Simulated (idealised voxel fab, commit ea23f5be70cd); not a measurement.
process module | voxel wiring stack
cross-section cut | 300 nm wide | cells 5 nm
A cross-section is a grid of square cells, given in bands from the top down. A band is one or more rows of cells.
Each band's line starts with the height of the band's top and of its bottom, in nm. Then come its materials from left to right, each with its width in nm. One material with "throughout" fills the band from edge to edge. "air" is empty space.
Height 0 is the level under which the wafer as received is all one material. The lowest band goes on downwards, as in "0 down".
A width such as "30 to 40" changes by the same amount from each row of cells to the next, from the band's top row to its bottom row.
"no change" after a step means that no cell of the cross-section changed.
closed voids: empty space of 8 cells or more with no open way to the top, each as width x height at its distance from the left edge, in nm
after a step's settings: what the simulator itself notes on the step
overlay nm, on a step with a mask: how far to the right of its planned place the mask lay; to the left if negative
Each pair below shows a cross-section before one step and the cross-section after it, down to the lowest band that changed. The line under each pair gives the step between them, with its settings. The pairs can come from different runs of this module on the same starting wafer, so a pair continues from the pair above only where its "before" says so.
before
  0 down: Si throughout
  closed voids: none
after
  15 to 0: SiO2 throughout
  below 0: unchanged
  closed voids: none
the step between: op CONFORMAL_DEP | material SiO2 | thk nm 15
before: the cross-section after the pair above
after
  20 to 15: SiCN throughout
  below 15: unchanged
  closed voids: none
the step between: op CONFORMAL_DEP | material SiCN | thk nm 5
before: the cross-section after the pair above
after
  35 to 20: lowk throughout
  below 20: unchanged
  closed voids: none
the step between: op DIRECTIONAL_DEP | material lowk | thk nm 15
before: the cross-section after the pair above
after
  45 to 35: aC throughout
  below 35: unchanged
  closed voids: none
the step between: op DIRECTIONAL_DEP | material aC | thk nm 10
before: the cross-section after the pair above
after
  75 to 45: resist 115 | air 25 | resist 15 | air 25 | resist 120
  below 45: unchanged
  closed voids: none
the step between: op PATTERN | tone open | mask id METAL_1 | material resist | width nm 25 | pitch nm 40 | thk nm 30 | overlay nm 0
before: the cross-section after the pair above
after
  65 to 45: resist 115 | air 25 | resist 15 | air 25 | resist 120
  45 to 35: aC 115 | air 25 | aC 15 | air 25 | aC 120
  below 35: unchanged
  closed voids: none
the step between: op DIRECTIONAL_ETCH | etch materials aC | depth nm 10
before: the cross-section after the pair above
after
  45 to 35: aC 115 | air 25 | aC 15 | air 25 | aC 120
  below 35: unchanged
  closed voids: none
the step between: op STRIP | etch materials resist
before: the cross-section after the pair above
after
  45 to 35: aC 115 | air 25 | aC 15 | air 25 | aC 120
  35 to 20: lowk 115 | air 25 | lowk 15 | air 25 | lowk 120
  below 20: unchanged
  closed voids: none
the step between: op DIRECTIONAL_ETCH | etch materials lowk | depth nm 15
before: the cross-section after the pair above
after
  45 to 35: aC 115 | air 25 | aC 15 | air 25 | aC 120
  35 to 20: lowk 115 | air 25 | lowk 15 | air 25 | lowk 120
  20 to 15: SiCN 115 | air 25 | SiCN 15 | air 25 | SiCN 120
  below 15: unchanged
  closed voids: none
the step between: op DIRECTIONAL_ETCH | etch materials SiCN | depth nm 5
before: the cross-section after the pair above
after
  35 to 20: lowk 115 | air 25 | lowk 15 | air 25 | lowk 120
  below 20: unchanged
  closed voids: none
the step between: op STRIP | etch materials aC
before: the cross-section after the pair above
after
  40 to 35: TiN 120 | air 15 | TiN 25 | air 15 | TiN 125
  35 to 20: lowk 115 | TiN 5 | air 15 | TiN 5 | lowk 15 | TiN 5 | air 15 | TiN 5 | lowk 120
  20 to 15: SiCN 115 | TiN 25 | SiCN 15 | TiN 25 | SiCN 120
  below 15: unchanged
  closed voids: none
the step between: op CONFORMAL_DEP | material TiN | thk nm 5
before: the cross-section after the pair above
after
  50 to 40: Ru throughout
  40 to 35: TiN 120 | Ru 15 | TiN 25 | Ru 15 | TiN 125
  35 to 20: lowk 115 | TiN 5 | Ru 15 | TiN 5 | lowk 15 | TiN 5 | Ru 15 | TiN 5 | lowk 120
  below 20: unchanged
  closed voids: none
the step between: op FILL_DEP | material Ru | thk nm 10
before: the cross-section after the pair above
after
  35 to 20: lowk 115 | TiN 5 | Ru 15 | TiN 5 | lowk 15 | TiN 5 | Ru 15 | TiN 5 | lowk 120
  below 20: unchanged
  closed voids: none
the step between: op CMP | height nm 35
before: the cross-section after the pair above
after
  40 to 35: air 110 | Ru 35 | air 5 | Ru 35 | air 115
  below 35: unchanged
  closed voids: none
the step between: op EPI | material Ru | thk nm 5
before: the cross-section after the pair above
after
  45 to 40: SiCN throughout
  40 to 35: SiCN 110 | Ru 35 | SiCN 5 | Ru 35 | SiCN 115
  below 35: unchanged
  closed voids: none
the step between: op FILL_DEP | material SiCN | thk nm 5
before: the cross-section after the pair above
after
  60 to 45: lowk throughout
  below 45: unchanged
  closed voids: none
the step between: op DIRECTIONAL_DEP | material lowk | thk nm 15
before: the cross-section after the pair above
after
  70 to 60: aC throughout
  below 60: unchanged
  closed voids: none
the step between: op DIRECTIONAL_DEP | material aC | thk nm 10
before: the cross-section after the pair above
after
  95 to 70: resist 115 | air 15 | resist 25 | air 15 | resist 130
  below 70: unchanged
  closed voids: none
the step between: op PATTERN | tone open | mask id PLUG_1 | material resist | width nm 15 | pitch nm 40 | thk nm 25 | overlay nm 0
before: the cross-section after the pair above
after
  85 to 70: resist 115 | air 15 | resist 25 | air 15 | resist 130
  70 to 60: aC 115 | air 15 | aC 25 | air 15 | aC 130
  below 60: unchanged
  closed voids: none
the step between: op DIRECTIONAL_ETCH | etch materials aC | depth nm 10
before: the cross-section after the pair above
after
  70 to 60: aC 115 | air 15 | aC 25 | air 15 | aC 130
  below 60: unchanged
  closed voids: none
the step between: op STRIP | etch materials resist
before: the cross-section after the pair above
after
  70 to 60: aC 115 | air 15 | aC 25 | air 15 | aC 130
  60 to 45: lowk 115 | air 15 | lowk 25 | air 15 | lowk 130
  below 45: unchanged
  closed voids: none
the step between: op DIRECTIONAL_ETCH | etch materials lowk | depth nm 15
before: the cross-section after the pair above
after
  70 to 60: aC 115 | air 15 | aC 25 | air 15 | aC 130
  60 to 45: lowk 115 | air 15 | lowk 25 | air 15 | lowk 130
  45 to 40: SiCN 115 | air 15 | SiCN 25 | air 15 | SiCN 130
  below 40: unchanged
  closed voids: none
the step between: op DIRECTIONAL_ETCH | etch materials SiCN | depth nm 5
before: the cross-section after the pair above
after
  60 to 45: lowk 115 | air 15 | lowk 25 | air 15 | lowk 130
  below 45: unchanged
  closed voids: none
the step between: op STRIP | etch materials aC
before: the cross-section after the pair above
after
  60 to 50: lowk 115 | air 15 | lowk 25 | air 15 | lowk 130
  50 to 45: lowk 115 | Ru 15 | lowk 25 | Ru 15 | lowk 130
  45 to 35: SiCN 115 to 110 | Ru 15 to 35 | SiCN 25 to 5 | Ru 15 to 35 | SiCN 130 to 115
  below 35: unchanged
  closed voids: none
the step between: op EPI | material Ru | thk nm 10
before: the cross-section after the pair above
after
  60 to 45: lowk 115 | Ru 15 | lowk 25 | Ru 15 | lowk 130
  below 45: unchanged
  closed voids: none
the step between: op EPI | material Ru | thk nm 10
before: the cross-section after the pair above
after
  65 to 60: TiN throughout
  below 60: unchanged
  closed voids: none
the step between: op DIRECTIONAL_DEP | material TiN | thk nm 5
before: the cross-section after the pair above
after
  85 to 65: W throughout
  below 65: unchanged
  closed voids: none
the step between: op DIRECTIONAL_DEP | material W | thk nm 20
before: the cross-section after the pair above
after
  100 to 85: air 115 | resist 25 | air 15 | resist 25 | air 120
  below 85: unchanged
  closed voids: none
the step between: op PATTERN | tone cover | mask id METAL_2 | material resist | width nm 25 | pitch nm 40 | thk nm 15 | overlay nm 0
before: the cross-section after the pair above
after
  100 to 85: air 115 | resist 25 | air 15 | resist 25 | air 120
  85 to 65: air 115 | W 25 | air 15 | W 25 | air 120
  below 65: unchanged
  closed voids: none
the step between: op DIRECTIONAL_ETCH | etch materials W | depth nm 20
before: the cross-section after the pair above
after
  100 to 85: air 115 | resist 25 | air 15 | resist 25 | air 120
  85 to 65: air 115 | W 25 | air 15 | W 25 | air 120
  65 to 60: air 115 | TiN 25 | air 15 | TiN 25 | air 120
  below 60: unchanged
  closed voids: none
the step between: op DIRECTIONAL_ETCH | etch materials TiN | depth nm 5
before: the cross-section after the pair above
after
  85 to 65: air 115 | W 25 | air 15 | W 25 | air 120
  below 65: unchanged
  closed voids: none
the step between: op STRIP | etch materials resist
before: the cross-section after the pair above
after
  90 to 85: SiO2 throughout
  85 to 65: SiO2 115 | W 25 | SiO2 15 | W 25 | SiO2 120
  65 to 60: SiO2 115 | TiN 25 | SiO2 15 | TiN 25 | SiO2 120
  below 60: unchanged
  closed voids: none
the step between: op FILL_DEP | material SiO2 | thk nm 5
before: the cross-section after the pair above
after
  85 to 65: SiO2 115 | W 25 | SiO2 15 | W 25 | SiO2 120
  below 65: unchanged
  closed voids: none
the step between: op CMP | height nm 85
before: the cross-section after the pair above
after
  90 to 85: SiCN throughout
  below 85: unchanged
  closed voids: none
the step between: op CONFORMAL_DEP | material SiCN | thk nm 5
before: the cross-section after the pair above
after
  125 to 90: SiO2 throughout
  below 90: unchanged
  closed voids: none
the step between: op DIRECTIONAL_DEP | material SiO2 | thk nm 35
before: the cross-section after the pair above
after
  140 to 125: aC throughout
  below 125: unchanged
  closed voids: none
the step between: op DIRECTIONAL_DEP | material aC | thk nm 15
before: the cross-section after the pair above
after
  175 to 140: resist 115 | air 25 | resist 15 | air 25 | resist 120
  below 140: unchanged
  closed voids: none
the step between: op PATTERN | tone open | mask id METAL_3 | material resist | width nm 25 | pitch nm 40 | thk nm 35 | overlay nm 0
before: the cross-section after the pair above
after
  160 to 140: resist 115 | air 25 | resist 15 | air 25 | resist 120
  140 to 125: aC 115 | air 25 | aC 15 | air 25 | aC 120
  below 125: unchanged
  closed voids: none
the step between: op DIRECTIONAL_ETCH | etch materials aC | depth nm 15
before: the cross-section after the pair above
after
  140 to 125: aC 115 | air 25 | aC 15 | air 25 | aC 120
  below 125: unchanged
  closed voids: none
the step between: op STRIP | etch materials resist
before: the cross-section after the pair above
after
  140 to 125: aC 115 | air 25 | aC 15 | air 25 | aC 120
  125 to 105: SiO2 115 | air 25 | SiO2 15 | air 25 | SiO2 120
  below 105: unchanged
  closed voids: none
the step between: op DIRECTIONAL_ETCH | etch materials SiO2 | depth nm 20
before: the cross-section after the pair above
after
  125 to 105: SiO2 115 | air 25 | SiO2 15 | air 25 | SiO2 120
  below 105: unchanged
  closed voids: none
the step between: op STRIP | etch materials aC
before: the cross-section after the pair above
after
  140 to 125: resist 115 | air 15 | resist 170
  125 to 105: SiO2 115 | air 15 | resist 10 | SiO2 15 | resist 25 | SiO2 120
  below 105: unchanged
  closed voids: none
the step between: op PATTERN | tone open | mask id METAL_3_HOLES | material resist | width nm 15 | thk nm 15 | overlay nm 0
before: the cross-section after the pair above
after
  140 to 125: resist 115 | air 15 | resist 170
  125 to 105: SiO2 115 | air 15 | resist 10 | SiO2 15 | resist 25 | SiO2 120
  105 to 90: SiO2 115 | air 15 | SiO2 170
  below 90: unchanged
  closed voids: none
the step between: op DIRECTIONAL_ETCH | etch materials SiO2 | depth nm 15
before: the cross-section after the pair above
after
  140 to 125: resist 115 | air 15 | resist 170
  125 to 105: SiO2 115 | air 15 | resist 10 | SiO2 15 | resist 25 | SiO2 120
  105 to 90: SiO2 115 | air 15 | SiO2 170
  90 to 85: SiCN 115 | air 15 | SiCN 170
  below 85: unchanged
  closed voids: none
the step between: op DIRECTIONAL_ETCH | etch materials SiCN | depth nm 5
before: the cross-section after the pair above
after
  125 to 105: SiO2 115 | air 25 | SiO2 15 | air 25 | SiO2 120
  below 105: unchanged
  closed voids: none
the step between: op STRIP | etch materials resist
before: the cross-section after the pair above
after
  130 to 125: TiN 120 | air 15 | TiN 25 | air 15 | TiN 125
  125 to 110: SiO2 115 | TiN 5 | air 15 | TiN 5 | SiO2 15 | TiN 5 | air 15 | TiN 5 | SiO2 120
  110 to 105: SiO2 115 | TiN 5 | air 5 | TiN 15 | SiO2 15 | TiN 25 | SiO2 120
  105 to 90: SiO2 115 | TiN 5 | air 5 | TiN 5 | SiO2 170
  90 to 85: SiCN 115 | TiN 15 | SiCN 170
  below 85: unchanged
  closed voids: none
the step between: op CONFORMAL_DEP | material TiN | thk nm 5
before: the cross-section after the pair above
after
  140 to 130: Ru throughout
  130 to 125: TiN 120 | Ru 15 | TiN 25 | Ru 15 | TiN 125
  125 to 110: SiO2 115 | TiN 5 | Ru 15 | TiN 5 | SiO2 15 | TiN 5 | Ru 15 | TiN 5 | SiO2 120
  110 to 105: SiO2 115 | TiN 5 | Ru 5 | TiN 15 | SiO2 15 | TiN 25 | SiO2 120
  105 to 90: SiO2 115 | TiN 5 | Ru 5 | TiN 5 | SiO2 170
  below 90: unchanged
  closed voids: none
the step between: op FILL_DEP | material Ru | thk nm 10
before: the cross-section after the pair above
after
  125 to 110: SiO2 115 | TiN 5 | Ru 15 | TiN 5 | SiO2 15 | TiN 5 | Ru 15 | TiN 5 | SiO2 120
  below 110: unchanged
  closed voids: none
the step between: op CMP | height nm 125
before: the cross-section after the pair above
after
  130 to 125: SiCN throughout
  below 125: unchanged
  closed voids: none
the step between: op CONFORMAL_DEP | material SiCN | thk nm 5
before: the cross-section after the pair above
after
  155 to 130: lowk throughout
  below 130: unchanged
  closed voids: none
the step between: op DIRECTIONAL_DEP | material lowk | thk nm 25
before: the cross-section after the pair above
after
  175 to 155: resist 115 | air 15 | resist 25 | air 15 | resist 130
  below 155: unchanged
  closed voids: none
the step between: op PATTERN | tone open | mask id METAL_4_HOLES | material resist | width nm 15 | pitch nm 40 | thk nm 20 | overlay nm 0
before: the cross-section after the pair above
after
  175 to 155: resist 115 | air 15 | resist 25 | air 15 | resist 130
  155 to 130: lowk 115 | air 15 | lowk 25 | air 15 | lowk 130
  below 130: unchanged
  closed voids: none
the step between: op DIRECTIONAL_ETCH | etch materials lowk | depth nm 25
before: the cross-section after the pair above
after
  155 to 130: lowk 115 | air 15 | lowk 25 | air 15 | lowk 130
  below 130: unchanged
  closed voids: none
the step between: op STRIP | etch materials resist
before: the cross-section after the pair above
after
  175 to 155: resist 115 | air 25 | resist 15 | air 25 | resist 120
  below 155: unchanged
  closed voids: none
the step between: op PATTERN | tone open | mask id METAL_4 | material resist | width nm 25 | pitch nm 40 | thk nm 20 | overlay nm 0
before: the cross-section after the pair above
after
  175 to 155: resist 115 | air 25 | resist 15 | air 25 | resist 120
  155 to 140: lowk 115 | air 25 | lowk 15 | air 25 | lowk 120
  below 140: unchanged
  closed voids: none
the step between: op DIRECTIONAL_ETCH | etch materials lowk | depth nm 15
before: the cross-section after the pair above
after
  175 to 155: resist 115 | air 25 | resist 15 | air 25 | resist 120
  155 to 140: lowk 115 | air 25 | lowk 15 | air 25 | lowk 120
  140 to 130: lowk 115 | air 15 | lowk 25 | air 15 | lowk 130
  130 to 125: SiCN 115 | air 15 | SiCN 25 | air 15 | SiCN 130
  below 125: unchanged
  closed voids: none
the step between: op DIRECTIONAL_ETCH | etch materials SiCN | depth nm 5
before: the cross-section after the pair above
after
  155 to 140: lowk 115 | air 25 | lowk 15 | air 25 | lowk 120
  below 140: unchanged
  closed voids: none
the step between: op STRIP | etch materials resist
before: the cross-section after the pair above
after
  160 to 155: TiN 120 | air 15 | TiN 25 | air 15 | TiN 125
  155 to 145: lowk 115 | TiN 5 | air 15 | TiN 5 | lowk 15 | TiN 5 | air 15 | TiN 5 | lowk 120
  145 to 140: lowk 115 | TiN 5 | air 5 | TiN 15 | lowk 15 | TiN 5 | air 5 | TiN 15 | lowk 120
  140 to 130: lowk 115 | TiN 5 | air 5 | TiN 5 | lowk 25 | TiN 5 | air 5 | TiN 5 | lowk 130
  130 to 125: SiCN 115 | TiN 15 | SiCN 25 | TiN 15 | SiCN 130
  below 125: unchanged
  closed voids: none
the step between: op CONFORMAL_DEP | material TiN | thk nm 5
before: the cross-section after the pair above
after
  165 to 160: Cu throughout
  160 to 155: TiN 120 | Cu 15 | TiN 25 | Cu 15 | TiN 125
  155 to 145: lowk 115 | TiN 5 | Cu 15 | TiN 5 | lowk 15 | TiN 5 | Cu 15 | TiN 5 | lowk 120
  145 to 140: lowk 115 | TiN 5 | Cu 5 | TiN 15 | lowk 15 | TiN 5 | Cu 5 | TiN 15 | lowk 120
  140 to 130: lowk 115 | TiN 5 | Cu 5 | TiN 5 | lowk 25 | TiN 5 | Cu 5 | TiN 5 | lowk 130
  below 130: unchanged
  closed voids: none
the step between: op FILL_DEP | material Cu | thk nm 5
before: the cross-section after the pair above
after
  155 to 145: lowk 115 | TiN 5 | Cu 15 | TiN 5 | lowk 15 | TiN 5 | Cu 15 | TiN 5 | lowk 120
  below 145: unchanged
  closed voids: none
the step between: op CMP | height nm 155
before: the cross-section after the pair above
after
  160 to 155: SiCN throughout
  below 155: unchanged
  closed voids: none
the step between: op CONFORMAL_DEP | material SiCN | thk nm 5
before
  60 to 50: lowk 115 | air 15 | lowk 25 | air 15 | lowk 130
  50 to 45: lowk 115 | Ru 15 | lowk 25 | Ru 15 | lowk 130
  45 to 35: SiCN 115 to 110 | Ru 15 to 35 | SiCN 25 to 5 | Ru 15 to 35 | SiCN 130 to 115
  35 to 20: lowk 115 | TiN 5 | Ru 15 | TiN 5 | lowk 15 | TiN 5 | Ru 15 | TiN 5 | lowk 120
  20 to 15: SiCN 115 | TiN 25 | SiCN 15 | TiN 25 | SiCN 120
  15 to 0: SiO2 throughout
  0 down: Si throughout
  closed voids: none
after
  65 to 60: TiN 115 | air 15 | TiN 25 | air 15 | TiN 130
  60 to 55: lowk 115 | air 15 | lowk 25 | air 15 | lowk 130
  55 to 50: lowk 115 | TiN 15 | lowk 25 | TiN 15 | lowk 130
  below 50: unchanged
  closed voids: none
the step between: op DIRECTIONAL_DEP | material TiN | thk nm 5
before: the cross-section after the pair above
after
  85 to 75: W 115 | air 15 | W 25 | air 15 | W 130
  75 to 65: W throughout
  65 to 60: TiN 115 | W 15 | TiN 25 | W 15 | TiN 130
  60 to 55: lowk 115 | W 15 | lowk 25 | W 15 | lowk 130
  below 55: unchanged
  closed voids: none
the step between: op DIRECTIONAL_DEP | material W | thk nm 20
before: the cross-section after the pair above
after
  100 to 85: air 115 | resist 25 | air 15 | resist 25 | air 120
  85 to 75: W 115 | resist 15 | W 25 | resist 15 | W 130
  below 75: unchanged
  closed voids: none
the step between: op PATTERN | tone cover | mask id METAL_2 | material resist | width nm 25 | pitch nm 40 | thk nm 15 | overlay nm 0
before: the cross-section after the pair above
after
  100 to 85: air 115 | resist 25 | air 15 | resist 25 | air 120
  85 to 75: air 115 | resist 15 | W 10 | air 15 | resist 15 | W 10 | air 120
  75 to 65: air 115 | W 25 | air 15 | W 25 | air 120
  below 65: unchanged
  closed voids: none
the step between: op DIRECTIONAL_ETCH | etch materials W | depth nm 20
before: the cross-section after the pair above
after
  100 to 85: air 115 | resist 25 | air 15 | resist 25 | air 120
  85 to 75: air 115 | resist 15 | W 10 | air 15 | resist 15 | W 10 | air 120
  75 to 65: air 115 | W 25 | air 15 | W 25 | air 120
  65 to 60: air 115 | W 15 | TiN 10 | air 15 | W 15 | TiN 10 | air 120
  below 60: unchanged
  closed voids: none
the step between: op DIRECTIONAL_ETCH | etch materials TiN | depth nm 5
before: the cross-section after the pair above
after
  85 to 75: air 130 | W 10 | air 30 | W 10 | air 120
  below 75: unchanged
  closed voids: none
the step between: op STRIP | etch materials resist
before: the cross-section after the pair above
after
  90 to 85: SiO2 throughout
  85 to 75: SiO2 130 | W 10 | SiO2 30 | W 10 | SiO2 120
  75 to 65: SiO2 115 | W 25 | SiO2 15 | W 25 | SiO2 120
  65 to 60: SiO2 115 | W 15 | TiN 10 | SiO2 15 | W 15 | TiN 10 | SiO2 120
  below 60: unchanged
  closed voids: none
the step between: op FILL_DEP | material SiO2 | thk nm 5
before: the cross-section after the pair above
after
  85 to 75: SiO2 130 | W 10 | SiO2 30 | W 10 | SiO2 120
  below 75: unchanged
  closed voids: none
the step between: op CMP | height nm 85
before: the cross-section after the pair above
after
  90 to 85: SiCN throughout
  below 85: unchanged
  closed voids: none
the step between: op CONFORMAL_DEP | material SiCN | thk nm 5
before: the cross-section after the pair above
after
  125 to 90: SiO2 throughout
  below 90: unchanged
  closed voids: none
the step between: op DIRECTIONAL_DEP | material SiO2 | thk nm 35
before: the cross-section after the pair above
after
  140 to 125: aC throughout
  below 125: unchanged
  closed voids: none
the step between: op DIRECTIONAL_DEP | material aC | thk nm 15
before: the cross-section after the pair above
after
  175 to 140: resist 115 | air 25 | resist 15 | air 25 | resist 120
  below 140: unchanged
  closed voids: none
the step between: op PATTERN | tone open | mask id METAL_3 | material resist | width nm 25 | pitch nm 40 | thk nm 35 | overlay nm 0
before: the cross-section after the pair above
after
  160 to 140: resist 115 | air 25 | resist 15 | air 25 | resist 120
  140 to 125: aC 115 | air 25 | aC 15 | air 25 | aC 120
  below 125: unchanged
  closed voids: none
the step between: op DIRECTIONAL_ETCH | etch materials aC | depth nm 15
before: the cross-section after the pair above
after
  140 to 125: aC 115 | air 25 | aC 15 | air 25 | aC 120
  below 125: unchanged
  closed voids: none
the step between: op STRIP | etch materials resist
before: the cross-section after the pair above
after
  140 to 125: aC 115 | air 25 | aC 15 | air 25 | aC 120
  125 to 105: SiO2 115 | air 25 | SiO2 15 | air 25 | SiO2 120
  below 105: unchanged
  closed voids: none
the step between: op DIRECTIONAL_ETCH | etch materials SiO2 | depth nm 20
before: the cross-section after the pair above
after
  125 to 105: SiO2 115 | air 25 | SiO2 15 | air 25 | SiO2 120
  below 105: unchanged
  closed voids: none
the step between: op STRIP | etch materials aC
before: the cross-section after the pair above
after
  140 to 125: resist 115 | air 15 | resist 170
  125 to 105: SiO2 115 | air 15 | resist 10 | SiO2 15 | resist 25 | SiO2 120
  below 105: unchanged
  closed voids: none
the step between: op PATTERN | tone open | mask id METAL_3_HOLES | material resist | width nm 15 | thk nm 15 | overlay nm 0
before: the cross-section after the pair above
after
  140 to 125: resist 115 | air 15 | resist 170
  125 to 105: SiO2 115 | air 15 | resist 10 | SiO2 15 | resist 25 | SiO2 120
  105 to 90: SiO2 115 | air 15 | SiO2 170
  below 90: unchanged
  closed voids: none
the step between: op DIRECTIONAL_ETCH | etch materials SiO2 | depth nm 15
before: the cross-section after the pair above
after
  140 to 125: resist 115 | air 15 | resist 170
  125 to 105: SiO2 115 | air 15 | resist 10 | SiO2 15 | resist 25 | SiO2 120
  105 to 90: SiO2 115 | air 15 | SiO2 170
  90 to 85: SiCN 115 | air 15 | SiCN 170
  below 85: unchanged
  closed voids: none
the step between: op DIRECTIONAL_ETCH | etch materials SiCN | depth nm 5
before: the cross-section after the pair above
after
  125 to 105: SiO2 115 | air 25 | SiO2 15 | air 25 | SiO2 120
  below 105: unchanged
  closed voids: none
the step between: op STRIP | etch materials resist
before: the cross-section after the pair above
after
  130 to 125: TiN 120 | air 15 | TiN 25 | air 15 | TiN 125
  125 to 110: SiO2 115 | TiN 5 | air 15 | TiN 5 | SiO2 15 | TiN 5 | air 15 | TiN 5 | SiO2 120
  110 to 105: SiO2 115 | TiN 5 | air 5 | TiN 15 | SiO2 15 | TiN 25 | SiO2 120
  105 to 90: SiO2 115 | TiN 5 | air 5 | TiN 5 | SiO2 170
  90 to 85: SiCN 115 | TiN 15 | SiCN 170
  below 85: unchanged
  closed voids: none
the step between: op CONFORMAL_DEP | material TiN | thk nm 5
before: the cross-section after the pair above
after
  140 to 130: Ru throughout
  130 to 125: TiN 120 | Ru 15 | TiN 25 | Ru 15 | TiN 125
  125 to 110: SiO2 115 | TiN 5 | Ru 15 | TiN 5 | SiO2 15 | TiN 5 | Ru 15 | TiN 5 | SiO2 120
  110 to 105: SiO2 115 | TiN 5 | Ru 5 | TiN 15 | SiO2 15 | TiN 25 | SiO2 120
  105 to 90: SiO2 115 | TiN 5 | Ru 5 | TiN 5 | SiO2 170
  below 90: unchanged
  closed voids: none
the step between: op FILL_DEP | material Ru | thk nm 10
before: the cross-section after the pair above
after
  125 to 110: SiO2 115 | TiN 5 | Ru 15 | TiN 5 | SiO2 15 | TiN 5 | Ru 15 | TiN 5 | SiO2 120
  below 110: unchanged
  closed voids: none
the step between: op CMP | height nm 125
before: the cross-section after the pair above
after
  130 to 125: SiCN throughout
  below 125: unchanged
  closed voids: none
the step between: op CONFORMAL_DEP | material SiCN | thk nm 5
before: the cross-section after the pair above
after
  155 to 130: lowk throughout
  below 130: unchanged
  closed voids: none
the step between: op DIRECTIONAL_DEP | material lowk | thk nm 25
before: the cross-section after the pair above
after
  175 to 155: resist 115 | air 15 | resist 25 | air 15 | resist 130
  below 155: unchanged
  closed voids: none
the step between: op PATTERN | tone open | mask id METAL_4_HOLES | material resist | width nm 15 | pitch nm 40 | thk nm 20 | overlay nm 0
before: the cross-section after the pair above
after
  175 to 155: resist 115 | air 15 | resist 25 | air 15 | resist 130
  155 to 130: lowk 115 | air 15 | lowk 25 | air 15 | lowk 130
  below 130: unchanged
  closed voids: none
the step between: op DIRECTIONAL_ETCH | etch materials lowk | depth nm 25
before: the cross-section after the pair above
after
  155 to 130: lowk 115 | air 15 | lowk 25 | air 15 | lowk 130
  below 130: unchanged
  closed voids: none
the step between: op STRIP | etch materials resist
before: the cross-section after the pair above
after
  175 to 155: resist 115 | air 25 | resist 15 | air 25 | resist 120
  below 155: unchanged
  closed voids: none
the step between: op PATTERN | tone open | mask id METAL_4 | material resist | width nm 25 | pitch nm 40 | thk nm 20 | overlay nm 0
before: the cross-section after the pair above
after
  175 to 155: resist 115 | air 25 | resist 15 | air 25 | resist 120
  155 to 140: lowk 115 | air 25 | lowk 15 | air 25 | lowk 120
  below 140: unchanged
  closed voids: none
the step between: op DIRECTIONAL_ETCH | etch materials lowk | depth nm 15
before: the cross-section after the pair above
after
  175 to 155: resist 115 | air 25 | resist 15 | air 25 | resist 120
  155 to 140: lowk 115 | air 25 | lowk 15 | air 25 | lowk 120
  140 to 130: lowk 115 | air 15 | lowk 25 | air 15 | lowk 130
  130 to 125: SiCN 115 | air 15 | SiCN 25 | air 15 | SiCN 130
  below 125: unchanged
  closed voids: none
the step between: op DIRECTIONAL_ETCH | etch materials SiCN | depth nm 5
before: the cross-section after the pair above
after
  155 to 140: lowk 115 | air 25 | lowk 15 | air 25 | lowk 120
  below 140: unchanged
  closed voids: none
the step between: op STRIP | etch materials resist
before: the cross-section after the pair above
after
  160 to 155: TiN 120 | air 15 | TiN 25 | air 15 | TiN 125
  155 to 145: lowk 115 | TiN 5 | air 15 | TiN 5 | lowk 15 | TiN 5 | air 15 | TiN 5 | lowk 120
  145 to 140: lowk 115 | TiN 5 | air 5 | TiN 15 | lowk 15 | TiN 5 | air 5 | TiN 15 | lowk 120
  140 to 130: lowk 115 | TiN 5 | air 5 | TiN 5 | lowk 25 | TiN 5 | air 5 | TiN 5 | lowk 130
  130 to 125: SiCN 115 | TiN 15 | SiCN 25 | TiN 15 | SiCN 130
  below 125: unchanged
  closed voids: none
the step between: op CONFORMAL_DEP | material TiN | thk nm 5
before: the cross-section after the pair above
after
  165 to 160: Cu throughout
  160 to 155: TiN 120 | Cu 15 | TiN 25 | Cu 15 | TiN 125
  155 to 145: lowk 115 | TiN 5 | Cu 15 | TiN 5 | lowk 15 | TiN 5 | Cu 15 | TiN 5 | lowk 120
  145 to 140: lowk 115 | TiN 5 | Cu 5 | TiN 15 | lowk 15 | TiN 5 | Cu 5 | TiN 15 | lowk 120
  140 to 130: lowk 115 | TiN 5 | Cu 5 | TiN 5 | lowk 25 | TiN 5 | Cu 5 | TiN 5 | lowk 130
  below 130: unchanged
  closed voids: none
the step between: op FILL_DEP | material Cu | thk nm 5
before: the cross-section after the pair above
after
  155 to 145: lowk 115 | TiN 5 | Cu 15 | TiN 5 | lowk 15 | TiN 5 | Cu 15 | TiN 5 | lowk 120
  below 145: unchanged
  closed voids: none
the step between: op CMP | height nm 155
before: the cross-section after the pair above
after
  160 to 155: SiCN throughout
  below 155: unchanged
  closed voids: none
the step between: op CONFORMAL_DEP | material SiCN | thk nm 5
before
  140 to 125: aC 115 | air 25 | aC 15 | air 25 | aC 120
  125 to 105: SiO2 115 | air 25 | SiO2 15 | air 25 | SiO2 120
  105 to 90: SiO2 throughout
  90 to 85: SiCN throughout
  85 to 65: SiO2 115 | W 25 | SiO2 15 | W 25 | SiO2 120
  65 to 60: SiO2 115 | TiN 25 | SiO2 15 | TiN 25 | SiO2 120
  60 to 45: lowk 115 | Ru 15 | lowk 25 | Ru 15 | lowk 130
  45 to 35: SiCN 115 to 110 | Ru 15 to 35 | SiCN 25 to 5 | Ru 15 to 35 | SiCN 130 to 115
  35 to 20: lowk 115 | TiN 5 | Ru 15 | TiN 5 | lowk 15 | TiN 5 | Ru 15 | TiN 5 | lowk 120
  20 to 15: SiCN 115 | TiN 25 | SiCN 15 | TiN 25 | SiCN 120
  15 to 0: SiO2 throughout
  0 down: Si throughout
  closed voids: none
after
  140 to 125: aC 115 | air 25 | aC 15 | air 25 | aC 120
  125 to 90: SiO2 115 | air 25 | SiO2 15 | air 25 | SiO2 120
  below 90: unchanged
  closed voids: none
the step between: op DIRECTIONAL_ETCH | etch materials SiO2 | depth nm 20
before: the cross-section after the pair above
after
  125 to 90: SiO2 115 | air 25 | SiO2 15 | air 25 | SiO2 120
  below 90: unchanged
  closed voids: none
the step between: op STRIP | etch materials aC
before: the cross-section after the pair above
after
  140 to 125: resist 115 | air 15 | resist 170
  125 to 90: SiO2 115 | air 15 | resist 10 | SiO2 15 | resist 25 | SiO2 120
  below 90: unchanged
  closed voids: none
the step between: op PATTERN | tone open | mask id METAL_3_HOLES | material resist | width nm 15 | thk nm 15 | overlay nm 0
before: the cross-section after the pair above
after
  140 to 125: resist 115 | air 15 | resist 170
  125 to 90: SiO2 115 | air 15 | resist 10 | SiO2 15 | resist 25 | SiO2 120
  90 to 85: SiCN 115 | air 15 | SiCN 170
  below 85: unchanged
  closed voids: none
the step between: op DIRECTIONAL_ETCH | etch materials SiCN | depth nm 5
before: the cross-section after the pair above
after
  125 to 90: SiO2 115 | air 25 | SiO2 15 | air 25 | SiO2 120
  below 90: unchanged
  closed voids: none
the step between: op STRIP | etch materials resist
